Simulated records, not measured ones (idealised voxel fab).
The following process module bears the name voxel transistor to metal.
Section cut is 290 nm wide and gridded with 5 nm square cells.
Bands, listed from the top down, are how a cross-section gets written in this document; the cross-section itself is a grid of square cells, and a band is one or more rows of them. In this notation a band is specified by the heights of its top and bottom, in that order and in nm, after which its materials appear from left to right, each paired with its width in nm. The word "everywhere" attached to a single material means that material fills the band from edge to edge; the word "air" stands for empty space. Ref level 0: as-received wafer is one material below here. Bottom band extends down with no lower bound ("0 -> down"). The two numbers in a width such as "30 to 40" mark its ends across the band: the first belongs to the top row of cells, the second to the bottom row, and from each row to the next the width moves by the same amount. "stayed the same" (step): cross-section cells unchanged, all of them. "Closed void entries" specifies each empty space that is not open to the top and that occupies no fewer than 8 cells, using the form width x height at distance, the distance measured from the left edge and all three quantities in nm. Past the settings on a step's line: simulator remark, on that step. overlay nm: mask offset rightward from planned place, masked step; negative means leftward offset.
Here's what the planned process steps look like:
1. RECEIVE with material Si
2. OXIDIZE with depth nm 5
3. CONFORMAL_DEP with material SiN, thk nm 10
4. PATTERN with tone cover, mask id ACTIVE, material resist, width nm 95, pitch nm 115, thk nm 20, overlay nm 0
5. DIRECTIONAL_ETCH with etch materials SiN, depth nm 10
6. DIRECTIONAL_ETCH with etch materials SiO2, depth nm 5
7. DIRECTIONAL_ETCH with etch materials Si, depth nm 35
8. STRIP with etch materials resist
9. FILL_DEP with material SiO2, thk nm 10
10. CMP with height nm 10
11. SELECTIVE_ETCH with etch materials SiO2, depth nm 10
12. STRIP with etch materials SiN
13. SELECTIVE_ETCH with etch materials SiO2, depth nm 5
14. OXIDIZE with depth nm 5
15. DIRECTIONAL_DEP with material polySi, thk nm 30
16. DIRECTIONAL_DEP with material SiCN, thk nm 10
17. DIRECTIONAL_DEP with material aC, thk nm 15
18. PATTERN with tone cover, mask id GATE, material resist, width nm 25, pitch nm 115, thk nm 35, overlay nm 0
19. DIRECTIONAL_ETCH with etch materials aC, depth nm 15
20. STRIP with etch materials resist
21. DIRECTIONAL_ETCH with etch materials SiCN, depth nm 20
22. DIRECTIONAL_ETCH with etch materials polySi, depth nm 40
23. STRIP with etch materials aC
24. CONFORMAL_DEP with material SiO2, thk nm 5
25. DIRECTIONAL_ETCH with etch materials SiO2, depth nm 5
26. CONFORMAL_DEP with material SiN, thk nm 10
27. DIRECTIONAL_ETCH with etch materials SiN, depth nm 10
28. DIRECTIONAL_ETCH with etch materials SiO2, depth nm 5
29. DIRECTIONAL_ETCH with etch materials Si, depth nm 15
30. EPI with material nSi, thk nm 20
31. FILL_DEP with material SiO2, thk nm 10
32. CMP with height nm 25
33. STRIP with etch materials polySi
34. SELECTIVE_ETCH with etch materials SiO2, depth nm 5
35. CONFORMAL_DEP with material HfO2, thk nm 5
36. CONFORMAL_DEP with material TiN, thk nm 5
37. FILL_DEP with material W, thk nm 5
38. CMP with height nm 20
39. DIRECTIONAL_DEP with material SiO2, thk nm 10
40. PATTERN with tone open, mask id CONTACT, material resist, width nm 15, thk nm 15, overlay nm 0
41. DIRECTIONAL_ETCH with etch materials SiO2, depth nm 20
42. STRIP with etch materials resist
43. CONFORMAL_DEP with material TiN, thk nm 5
44. FILL_DEP with material W, thk nm 5
45. CMP with height nm 30
46. CONFORMAL_DEP with material SiN, thk nm 5
47. DIRECTIONAL_DEP with material lowk, thk nm 20
48. MASKED_ETCH with tone open, mask id METAL_1, width nm 15, etch materials lowk, depth nm 20, overlay nm 0
49. MASKED_ETCH with tone open, mask id METAL_1, width nm 15, etch materials SiN, depth nm 5, overlay nm 0
50. CONFORMAL_DEP with material TiN, thk nm 5
51. FILL_DEP with material Ru, thk nm 10
52. CMP with height nm 55
53. CONFORMAL_DEP with material SiCN, thk nm 5
54. DIRECTIONAL_DEP with material lowk, thk nm 25
55. PATTERN with tone open, mask id METAL_2, material resist, width nm 15, pitch nm 115, thk nm 15, overlay nm 0
56. DIRECTIONAL_ETCH with etch materials lowk, depth nm 15
57. STRIP with etch materials resist
58. DIRECTIONAL_DEP with material aC, thk nm 15
59. PATTERN with tone open, mask id METAL_2_HOLES, material resist, width nm 15, pitch nm 115, thk nm 30, overlay nm 0
60. DIRECTIONAL_ETCH with etch materials aC, depth nm 15
61. STRIP with etch materials resist
62. DIRECTIONAL_ETCH with etch materials lowk, depth nm 10
63. DIRECTIONAL_ETCH with etch materials SiCN, depth nm 5
64. STRIP with etch materials aC
65. CONFORMAL_DEP with material TiN, thk nm 5
66. FILL_DEP with material Ru, thk nm 5
67. CMP with height nm 85
68. CONFORMAL_DEP with material SiCN, thk nm 5
Shown in cross-section is the wafer as received, that is, as it stands after step 1:
> 0 -> down  Si everywhere
> Closed void entries: none
Here's the cross-section of the first of our two wafers at the end of the module - it ran as planned:
> 90 -> 85  SiCN everywhere
> 85 -> 60  lowk 45 nm | TiN 5 nm | Ru 5 nm | TiN 5 nm | lowk 100 nm | TiN 5 nm | Ru 5 nm | TiN 5 nm | lowk 115 nm
> 60 -> 55  SiCN 45 nm | TiN 15 nm | SiCN 100 nm | TiN 15 nm | SiCN 115 nm
> 55 -> 35  lowk 45 nm | TiN 5 nm | Ru 5 nm | TiN 5 nm | lowk 55 nm | TiN 5 nm | Ru 5 nm | TiN 5 nm | lowk 30 nm | TiN 5 nm | Ru 5 nm | TiN 5 nm | lowk 55 nm | TiN 5 nm | Ru 5 nm | TiN 5 nm | lowk 45 nm
> 35 -> 30  SiN 45 nm | TiN 15 nm | SiN 55 nm | TiN 15 nm | SiN 30 nm | TiN 15 nm | SiN 55 nm | TiN 15 nm | SiN 45 nm
> 30 -> 20  SiO2 45 nm | TiN 5 nm | W 5 nm | TiN 5 nm | SiO2 55 nm | TiN 5 nm | W 5 nm | TiN 5 nm | SiO2 30 nm | TiN 5 nm | W 5 nm | TiN 5 nm | SiO2 55 nm | TiN 5 nm | W 5 nm | TiN 5 nm | SiO2 45 nm
> 20 -> 15  SiO2 45 nm | TiN 5 nm | W 5 nm | TiN 5 nm | SiN 10 nm | HfO2 5 nm | TiN 5 nm | W 15 nm | TiN 5 nm | HfO2 5 nm | SiN 10 nm | TiN 5 nm | W 5 nm | TiN 5 nm | SiO2 30 nm | TiN 5 nm | W 5 nm | TiN 5 nm | SiN 10 nm | HfO2 5 nm | TiN 5 nm | W 15 nm | TiN 5 nm | HfO2 5 nm | SiN 10 nm | TiN 5 nm | W 5 nm | TiN 5 nm | SiO2 45 nm
> 15 -> 10  SiO2 45 nm | TiN 15 nm | SiN 10 nm | HfO2 5 nm | TiN 5 nm | W 15 nm | TiN 5 nm | HfO2 5 nm | SiN 10 nm | TiN 15 nm | SiO2 30 nm | TiN 15 nm | SiN 10 nm | HfO2 5 nm | TiN 5 nm | W 15 nm | TiN 5 nm | HfO2 5 nm | SiN 10 nm | TiN 15 nm | SiO2 45 nm
> 10 -> 0  SiO2 40 nm | nSi 20 nm | SiN 10 nm | HfO2 5 nm | TiN 5 nm | W 15 nm | TiN 5 nm | HfO2 5 nm | SiN 10 nm | nSi 20 nm | SiO2 20 nm | nSi 20 nm | SiN 10 nm | HfO2 5 nm | TiN 5 nm | W 15 nm | TiN 5 nm | HfO2 5 nm | SiN 10 nm | nSi 20 nm | SiO2 40 nm
> 0 -> -5  SiO2 40 nm | nSi 20 nm | SiN 10 nm | HfO2 5 nm | TiN 25 nm | HfO2 5 nm | SiN 10 nm | nSi 20 nm | SiO2 20 nm | nSi 20 nm | SiN 10 nm | HfO2 5 nm | TiN 25 nm | HfO2 5 nm | SiN 10 nm | nSi 20 nm | SiO2 40 nm
> -5 -> -10  SiO2 35 nm | nSi 25 nm | SiO2 10 nm | HfO2 35 nm | SiO2 10 nm | nSi 25 nm | SiO2 10 nm | nSi 25 nm | SiO2 10 nm | HfO2 35 nm | SiO2 10 nm | nSi 25 nm | SiO2 35 nm
> -10 -> -25  SiO2 40 nm | nSi 20 nm | Si 55 nm | nSi 20 nm | SiO2 20 nm | nSi 20 nm | Si 55 nm | nSi 20 nm | SiO2 40 nm
> -25 -> -40  SiO2 40 nm | Si 95 nm | SiO2 20 nm | Si 95 nm | SiO2 40 nm
> -40 -> down  Si everywhere
> Closed void entries: none
Second wafer through the module, sectioned at the end: same beginning and same plan as the first wafer, with one mistake in carrying it out:
> 90 -> 85  SiCN everywhere
> 85 -> 60  lowk 45 nm | TiN 5 nm | Ru 5 nm | TiN 5 nm | lowk 100 nm | TiN 5 nm | Ru 5 nm | TiN 5 nm | lowk 115 nm
> 60 -> 55  SiCN 45 nm | TiN 15 nm | SiCN 100 nm | TiN 15 nm | SiCN 115 nm
> 55 -> 35  lowk 45 nm | TiN 5 nm | Ru 5 nm | TiN 5 nm | lowk 55 nm | TiN 5 nm | Ru 5 nm | TiN 5 nm | lowk 30 nm | TiN 5 nm | Ru 5 nm | TiN 5 nm | lowk 55 nm | TiN 5 nm | Ru 5 nm | TiN 5 nm | lowk 45 nm
> 35 -> 30  SiN 45 nm | TiN 15 nm | SiN 55 nm | TiN 15 nm | SiN 30 nm | TiN 15 nm | SiN 55 nm | TiN 15 nm | SiN 45 nm
> 30 -> 25  SiO2 45 nm | TiN 5 nm | W 5 nm | TiN 5 nm | SiO2 55 nm | TiN 5 nm | W 5 nm | TiN 5 nm | SiO2 30 nm | TiN 5 nm | W 5 nm | TiN 5 nm | SiO2 55 nm | TiN 5 nm | W 5 nm | TiN 5 nm | SiO2 45 nm
> 25 -> 20  SiO2 45 nm | TiN 5 nm | W 5 nm | TiN 5 nm | SiO2 55 nm | TiN 15 nm | SiO2 30 nm | TiN 5 nm | W 5 nm | TiN 5 nm | SiO2 55 nm | TiN 15 nm | SiO2 45 nm
> 20 -> 15  SiO2 45 nm | TiN 5 nm | W 5 nm | TiN 5 nm | SiO2 5 nm | SiN 10 nm | HfO2 5 nm | TiN 5 nm | W 15 nm | TiN 5 nm | HfO2 5 nm | SiN 10 nm | TiN 10 nm | SiO2 30 nm | TiN 5 nm | W 5 nm | TiN 5 nm | SiO2 5 nm | SiN 10 nm | HfO2 5 nm | TiN 5 nm | W 15 nm | TiN 5 nm | HfO2 5 nm | SiN 10 nm | TiN 10 nm | SiO2 45 nm
> 15 -> 10  SiO2 45 nm | TiN 15 nm | SiO2 5 nm | SiN 10 nm | HfO2 5 nm | TiN 5 nm | W 15 nm | TiN 5 nm | HfO2 5 nm | SiN 10 nm | TiN 10 nm | SiO2 30 nm | TiN 15 nm | SiO2 5 nm | SiN 10 nm | HfO2 5 nm | TiN 5 nm | W 15 nm | TiN 5 nm | HfO2 5 nm | SiN 10 nm | TiN 10 nm | SiO2 45 nm
> 10 -> 0  SiO2 45 nm | nSi 20 nm | SiN 10 nm | HfO2 5 nm | TiN 5 nm | W 15 nm | TiN 5 nm | HfO2 5 nm | SiN 10 nm | nSi 20 nm | SiO2 20 nm | nSi 20 nm | SiN 10 nm | HfO2 5 nm | TiN 5 nm | W 15 nm | TiN 5 nm | HfO2 5 nm | SiN 10 nm | nSi 20 nm | SiO2 35 nm
> 0 -> -5  SiO2 45 nm | nSi 20 nm | SiN 10 nm | HfO2 5 nm | TiN 25 nm | HfO2 5 nm | SiN 10 nm | nSi 20 nm | SiO2 20 nm | nSi 20 nm | SiN 10 nm | HfO2 5 nm | TiN 25 nm | HfO2 5 nm | SiN 10 nm | nSi 20 nm | SiO2 35 nm
> -5 -> -10  SiO2 35 nm | nSi 30 nm | SiO2 10 nm | HfO2 35 nm | SiO2 10 nm | nSi 20 nm | SiO2 10 nm | nSi 30 nm | SiO2 10 nm | HfO2 35 nm | SiO2 10 nm | nSi 20 nm | SiO2 35 nm
> -10 -> -25  SiO2 40 nm | nSi 25 nm | Si 55 nm | nSi 15 nm | SiO2 20 nm | nSi 25 nm | Si 55 nm | nSi 15 nm | SiO2 40 nm
> -25 -> -40  SiO2 40 nm | Si 95 nm | SiO2 20 nm | Si 95 nm | SiO2 40 nm
> -40 -> down  Si everywhere
> Closed void entries: none
Processing error: for step 18, the planned setting was not used; the step was instead run as PATTERN with tone cover, mask id GATE, material resist, width nm 25, pitch nm 115, thk nm 35, overlay nm 5
At the finish, the second wafer shows more or fewer cells for some materials than the first does: 4 more of SiO2 | 4 fewer of W
